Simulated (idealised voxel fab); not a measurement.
Proc. module: voxel tone inversion
Shown is cross-section cut, with a width of 295 nm and square cells of size 5 nm.
Bands, listed from the top down, are how a cross-section gets written in this document; the cross-section itself is a grid of square cells, and a band is one or more rows of them. Top, bottom (nm), then materials left to right with widths (nm); lone material tagged "edge to edge" fills the whole band edge to edge; "air" = empty space. Convention: height 0 is the level below which the wafer, as received, is all one material. The lowest band does not terminate at the bottom but continues downward, represented as "0..down". Note: "30->40" means the width goes from the first number (top row of the band) to the second number (bottom row) in equal steps per row of cells. Basically "no change occurred" means that step didn't change any cell in the cross-section. "Sealed voids" contains a list of empty spaces, each no smaller than 8 cells and without an open way to the top, written in the form width x height at distance with the distance from the left edge and all three in nm. Anything after a step's settings on that line? It's the simulator's own note about the step. You can add "overlay nm" to a step's line. For a step with a mask, it describes how far the mask lay to the right of its planned position, and a negative number describes a lay to the left.
[These are the steps we planned for the process]
1 RECEIVE (material Si)
2 CONFORMAL_DEP (material SiN; thk nm 10)
3 DIRECTIONAL_DEP (material polySi; thk nm 15)
4 PATTERN (tone cover; mask id POSTS; material resist; width nm 15; pitch nm 40; thk nm 25; overlay nm 0)
5 DIRECTIONAL_ETCH (etch materials polySi; depth nm 15)
6 STRIP (etch materials resist)
7 FILL_DEP (material lowk; thk nm 5)
8 CMP (height nm 25)
9 STRIP (etch materials polySi)
10 CONFORMAL_DEP (material TiN; thk nm 5)
11 FILL_DEP (material Ru; thk nm 5)
12 CMP (height nm 25)
13 CONFORMAL_DEP (material SiN; thk nm 5)
[Cross-section of the wafer at receipt, which is the condition after step 1]
> 0..down: Si edge to edge
> Sealed voids: none
[End-of-module XS, first of two wafers, run as planned]
> 30..25: SiN edge to edge
> 25..15: lowk (120), then TiN (5), then Ru (5), then TiN (5), then lowk (25), then TiN (5), then Ru (5), then TiN (5), then lowk (120)
> 15..10: lowk (120), then TiN (15), then lowk (25), then TiN (15), then lowk (120)
> 10..0: SiN edge to edge
> 0..down: Si edge to edge
> Sealed voids: none
[Second of two wafers, module complete, sectioned: it shares the first wafer's start and plan but was run with one mistake]
> 30..25: SiN edge to edge
> 25..15: lowk (130), then TiN (5), then Ru (5), then TiN (5), then lowk (25), then TiN (5), then Ru (5), then TiN (5), then lowk (110)
> 15..10: lowk (130), then TiN (15), then lowk (25), then TiN (15), then lowk (110)
> 10..0: SiN edge to edge
> 0..down: Si edge to edge
> Sealed voids: none
Heads up, the wafer didn't run the way we planned it: step 4 ran differently from the plan; actual operation with settings: PATTERN (tone cover; mask id POSTS; material resist; width nm 15; pitch nm 40; thk nm 25; overlay nm 10)
At the close, every material occupies the same number of cells on the second wafer as on the first, only in different positions.
